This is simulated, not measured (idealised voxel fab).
process module | voxel ribs on slabs
cross-section cut | 190 nm wide | cells 5 nm
A cross-section is a grid of square cells, given in bands from the top down. A band is one or more rows of cells.
Each band's line starts with the height of the band's top and of its bottom, in nm. Then come its materials from left to right, each with its width in nm. One material with "throughout" fills the band from edge to edge. "air" is empty space.
Height 0 is the level under which the wafer as received is all one material. The lowest band goes on downwards, as in "0 down".
A width such as "30 to 40" changes by the same amount from each row of cells to the next, from the band's top row to its bottom row.
"no change" after a step means that no cell of the cross-section changed.
closed voids: empty space of 8 cells or more with no open way to the top, each as width x height at its distance from the left edge, in nm
after a step's settings: what the simulator itself notes on the step
overlay nm, on a step with a mask: how far to the right of its planned place the mask lay; to the left if negative
plan
1 op RECEIVE | material Si
2 op DIRECTIONAL_DEP | material SiO2 | thk nm 20
3 op DIRECTIONAL_DEP | material SiN | thk nm 20
4 op DIRECTIONAL_DEP | material aC | thk nm 10
5 op PATTERN | tone cover | mask id RIB | material resist | width nm 15 | thk nm 25 | overlay nm 0
6 op DIRECTIONAL_ETCH | etch materials aC | depth nm 10
7 op STRIP | etch materials resist
8 op DIRECTIONAL_ETCH | etch materials SiN | depth nm 15
9 op STRIP | etch materials aC
10 op PATTERN | tone cover | mask id SLAB | material resist | width nm 65 | thk nm 20 | overlay nm 0
11 op DIRECTIONAL_ETCH | etch materials SiN | depth nm 5
12 op STRIP | etch materials resist
13 op FILL_DEP | material SiO2 | thk nm 20
14 op CMP | height nm 50
15 op DIRECTIONAL_DEP | material W | thk nm 10
16 op PATTERN | tone cover | mask id HEATER | material resist | width nm 25 | thk nm 15 | overlay nm 0
17 op DIRECTIONAL_ETCH | etch materials W | depth nm 10
18 op STRIP | etch materials resist
19 op CONFORMAL_DEP | material SiN | thk nm 5
first wafer, as planned
as received, after step 1
  0 down: Si throughout
  closed voids: none
after step 2
  20 to 0: SiO2 throughout
  below 0: unchanged
after step 3
  40 to 20: SiN throughout
  below 20: unchanged
after step 4
  50 to 40: aC throughout
  below 40: unchanged
after step 5
  75 to 50: air 85 | resist 15 | air 90
  below 50: unchanged
after step 6
  65 to 50: air 85 | resist 15 | air 90
  50 to 40: air 85 | aC 15 | air 90
  below 40: unchanged
after step 7
  50 to 40: air 85 | aC 15 | air 90
  below 40: unchanged
after step 8
  50 to 40: air 85 | aC 15 | air 90
  40 to 25: air 85 | SiN 15 | air 90
  below 25: unchanged
after step 9
  40 to 25: air 85 | SiN 15 | air 90
  below 25: unchanged
after step 10
  60 to 40: air 60 | resist 65 | air 65
  40 to 25: air 60 | resist 25 | SiN 15 | resist 25 | air 65
  below 25: unchanged
after step 11
  60 to 40: air 60 | resist 65 | air 65
  40 to 25: air 60 | resist 25 | SiN 15 | resist 25 | air 65
  25 to 20: air 60 | SiN 65 | air 65
  below 20: unchanged
after step 12
  40 to 25: air 85 | SiN 15 | air 90
  below 25: unchanged
after step 13
  60 to 40: SiO2 throughout
  40 to 25: SiO2 85 | SiN 15 | SiO2 90
  25 to 20: SiO2 60 | SiN 65 | SiO2 65
  below 20: unchanged
after step 14
  50 to 40: SiO2 throughout
  below 40: unchanged
after step 15
  60 to 50: W throughout
  below 50: unchanged
after step 16
  75 to 60: air 80 | resist 25 | air 85
  below 60: unchanged
after step 17
  75 to 60: air 80 | resist 25 | air 85
  60 to 50: air 80 | W 25 | air 85
  below 50: unchanged
after step 18
  60 to 50: air 80 | W 25 | air 85
  below 50: unchanged
after step 19
  65 to 60: air 75 | SiN 35 | air 80
  60 to 55: air 75 | SiN 5 | W 25 | SiN 5 | air 80
  55 to 50: SiN 80 | W 25 | SiN 85
  below 50: unchanged
second wafer: like start, like plan, one mistake. Through step 18 it matches the first wafer
when step 19 should have ended: no change
what went wrong: step 19 was left out
at the end the second wafer has, in cells: 42 fewer of SiN
